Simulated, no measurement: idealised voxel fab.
This is a process module. Its name is voxel self aligned contacts.
Square cells of 5 nm make up the cross-section cut, whose width is 300 nm.
Think of the cross-section as a grid of square cells. We describe it in bands, top to bottom, and each band covers one or more rows of those cells.
Band entry format. Leading values: height of top, height of bottom, nm. Remainder: materials in left-to-right order, each with its width in nm. Special words: "throughout" on a single material, which then fills the band edge to edge; "air", empty space.
Measure heights from 0. That's the level where, below it, the as-received wafer is all one material. The lowest band is bottomless and extends downward; write it as in "from 0 down".
Width: "30->40" (first number = top row, second number = bottom row, same change from row to row of cells).
The designation "identical to before", where it is given for a processing step, indicates that no cell of the cross-section was altered in the course of that step.
Basically, "Voids lacking openings" tells you about the enclosed voids: empty spaces with no open way to the top, 8 cells or bigger, each written width x height at distance, where distance is from the left edge, all in nm.
Heads up: the bit after the settings on a step's line is the simulator's remark on that step.
"overlay nm" denotes, for a step that has a mask, the displacement of the mask to the right of its planned place, with negative values corresponding to the left.
List of planned process steps
1: RECEIVE,material Si
2: OXIDIZE,depth nm 5
3: DIRECTIONAL_DEP,material polySi,thk nm 30
4: DIRECTIONAL_DEP,material SiN,thk nm 20
5: DIRECTIONAL_DEP,material aC,thk nm 10
6: PATTERN,tone cover,mask id GATE,material resist,width nm 25,pitch nm 50,thk nm 25,overlay nm 0
7: DIRECTIONAL_ETCH,etch materials aC,depth nm 10
8: STRIP,etch materials resist
9: DIRECTIONAL_ETCH,etch materials SiN,depth nm 20
10: DIRECTIONAL_ETCH,etch materials polySi,depth nm 30
11: STRIP,etch materials aC
12: CONFORMAL_DEP,material SiN,thk nm 5
13: DIRECTIONAL_ETCH,etch materials SiN,depth nm 5
14: FILL_DEP,material SiO2,thk nm 10
15: CMP,height nm 55
16: PATTERN,tone open,mask id CONTACT,material resist,width nm 35,pitch nm 50,thk nm 15,overlay nm 0
17: DIRECTIONAL_ETCH,etch materials SiO2,depth nm 60
18: STRIP,etch materials resist
19: CONFORMAL_DEP,material TiN,thk nm 5
20: FILL_DEP,material W,thk nm 5
21: CMP,height nm 55
22: CONFORMAL_DEP,material SiCN,thk nm 5
Cross-section of the wafer upon arrival, representing the state reached after step 1
* from 0 down: Si throughout
* Voids lacking openings: none
Cross-section, first of two wafers, end of module, run as planned
* from 60 to 55: SiCN throughout
* from 55 to 50: SiO2 105 / TiN 15 / W 5 / TiN 15 / SiO2 15 / TiN 15 / W 5 / TiN 15 / SiO2 110
* from 50 to 30: SiO2 80 / SiN 35 / TiN 5 / W 5 / TiN 5 / SiN 35 / TiN 5 / W 5 / TiN 5 / SiN 35 / SiO2 85
* from 30 to 0: SiO2 80 / SiN 5 / polySi 25 / SiN 5 / TiN 5 / W 5 / TiN 5 / SiN 5 / polySi 25 / SiN 5 / TiN 5 / W 5 / TiN 5 / SiN 5 / polySi 25 / SiN 5 / SiO2 85
* from 0 to -5: SiO2 115 / TiN 15 / SiO2 35 / TiN 15 / SiO2 120
* from -5 down: Si throughout
* Voids lacking openings: none
Cross-section at end of module for the second wafer of two, which matched the first in starting point and plan and differed by one mistake in its processing
* from 60 to 55: SiCN throughout
* from 55 to 30: SiN throughout
* from 30 to 0: SiN 85 / polySi 25 / SiN 25 / polySi 25 / SiN 25 / polySi 25 / SiN 90
* from 0 to -5: SiO2 throughout
* from -5 down: Si throughout
* Voids lacking openings: none
Nonconformance to the process plan: step 14 went in with a setting other than planned; the actual run was FILL_DEP,material SiN,thk nm 10
Upon completion, the second wafer contains, in terms of cells, a greater or smaller amount of certain materials than the first wafer: 450 more of SiN | 370 fewer of SiO2 | 58 fewer of TiN | 22 fewer of W
